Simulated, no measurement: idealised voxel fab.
process module | voxel capacitor over wiring
cross-section cut | 170 nm wide | cells 5 nm
A cross-section is a grid of square cells, given in bands from the top down. A band is one or more rows of cells.
Each band's line starts with the height of the band's top and of its bottom, in nm. Then come its materials from left to right, each with its width in nm. One material with "throughout" fills the band from edge to edge. "air" is empty space.
Height 0 is the level under which the wafer as received is all one material. The lowest band goes on downwards, as in "0 down".
A width such as "30 to 40" changes by the same amount from each row of cells to the next, from the band's top row to its bottom row.
"no change" after a step means that no cell of the cross-section changed.
closed voids: empty space of 8 cells or more with no open way to the top, each as width x height at its distance from the left edge, in nm
after a step's settings: what the simulator itself notes on the step
overlay nm, on a step with a mask: how far to the right of its planned place the mask lay; to the left if negative
plan
1 op RECEIVE | material Si
2 op CONFORMAL_DEP | material SiO2 | thk nm 10
3 op CONFORMAL_DEP | material SiCN | thk nm 5
4 op DIRECTIONAL_DEP | material SiO2 | thk nm 25
5 op DIRECTIONAL_DEP | material aC | thk nm 15
6 op PATTERN | tone open | mask id METAL_1 | material resist | width nm 30 | pitch nm 85 | thk nm 35 | overlay nm 0
7 op DIRECTIONAL_ETCH | etch materials aC | depth nm 15
8 op STRIP | etch materials resist
9 op DIRECTIONAL_ETCH | etch materials SiO2 | depth nm 25
10 op DIRECTIONAL_ETCH | etch materials SiCN | depth nm 5
11 op STRIP | etch materials aC
12 op CONFORMAL_DEP | material TiN | thk nm 5
13 op FILL_DEP | material Ru | thk nm 10
14 op CMP | height nm 40
15 op CONFORMAL_DEP | material SiCN | thk nm 5
16 op DIRECTIONAL_DEP | material lowk | thk nm 15
17 op PATTERN | tone open | mask id PLUG_1 | material resist | width nm 15 | thk nm 20 | overlay nm 0
18 op DIRECTIONAL_ETCH | etch materials lowk | depth nm 15
19 op DIRECTIONAL_ETCH | etch materials SiCN | depth nm 5
20 op STRIP | etch materials resist
21 op CONFORMAL_DEP | material TiN | thk nm 5
22 op FILL_DEP | material Cu | thk nm 5
23 op CMP | height nm 60
24 op DIRECTIONAL_DEP | material TiN | thk nm 5
25 op DIRECTIONAL_DEP | material Al2O3 | thk nm 5
26 op DIRECTIONAL_DEP | material TiN | thk nm 10
27 op PATTERN | tone cover | mask id UPPER_PLATE | material resist | width nm 60 | thk nm 20 | overlay nm 0
28 op DIRECTIONAL_ETCH | etch materials TiN | depth nm 10
29 op DIRECTIONAL_ETCH | etch materials Al2O3 | depth nm 5
30 op STRIP | etch materials resist
31 op DIRECTIONAL_DEP | material aC | thk nm 10
32 op PATTERN | tone cover | mask id LOWER_PLATE | material resist | width nm 70 | thk nm 25 | overlay nm 0
33 op DIRECTIONAL_ETCH | etch materials aC | depth nm 10
34 op STRIP | etch materials resist
35 op DIRECTIONAL_ETCH | etch materials TiN | depth nm 5
36 op STRIP | etch materials aC
37 op FILL_DEP | material SiO2 | thk nm 20
38 op CMP | height nm 95
39 op DIRECTIONAL_DEP | material aC | thk nm 15
40 op PATTERN | tone open | mask id PLUG_2 | material resist | width nm 15 | thk nm 35 | overlay nm 0
41 op DIRECTIONAL_ETCH | etch materials aC | depth nm 15
42 op STRIP | etch materials resist
43 op DIRECTIONAL_ETCH | etch materials SiO2 | depth nm 15
44 op STRIP | etch materials aC
45 op CONFORMAL_DEP | material TiN | thk nm 5
46 op FILL_DEP | material Cu | thk nm 5
47 op CMP | height nm 95
48 op CONFORMAL_DEP | material SiN | thk nm 5
as received, after step 1
  0 down: Si throughout
  closed voids: none
a wafer at the end: this start, this plan, one mistake
  100 to 95: SiN throughout
  95 to 85: SiO2 50 | TiN 5 | Cu 5 | TiN 5 | SiO2 105
  85 to 80: SiO2 50 | TiN 15 | SiO2 105
  80 to 75: SiO2 40 | Al2O3 60 | SiO2 70
  75 to 70: SiO2 35 | TiN 70 | SiO2 65
  70 to 60: TiN throughout
  60 to 45: lowk 40 | TiN 5 | Cu 5 | TiN 5 | lowk 115
  45 to 40: SiCN 40 | TiN 15 | SiCN 115
  40 to 15: SiO2 25 | TiN 5 | Ru 20 | TiN 5 | SiO2 55 | TiN 5 | Ru 20 | TiN 5 | SiO2 30
  15 to 10: SiCN 25 | TiN 30 | SiCN 55 | TiN 30 | SiCN 30
  10 to 0: SiO2 throughout
  0 down: Si throughout
  closed voids: none
what went wrong: steps 25 and 26 were swapped
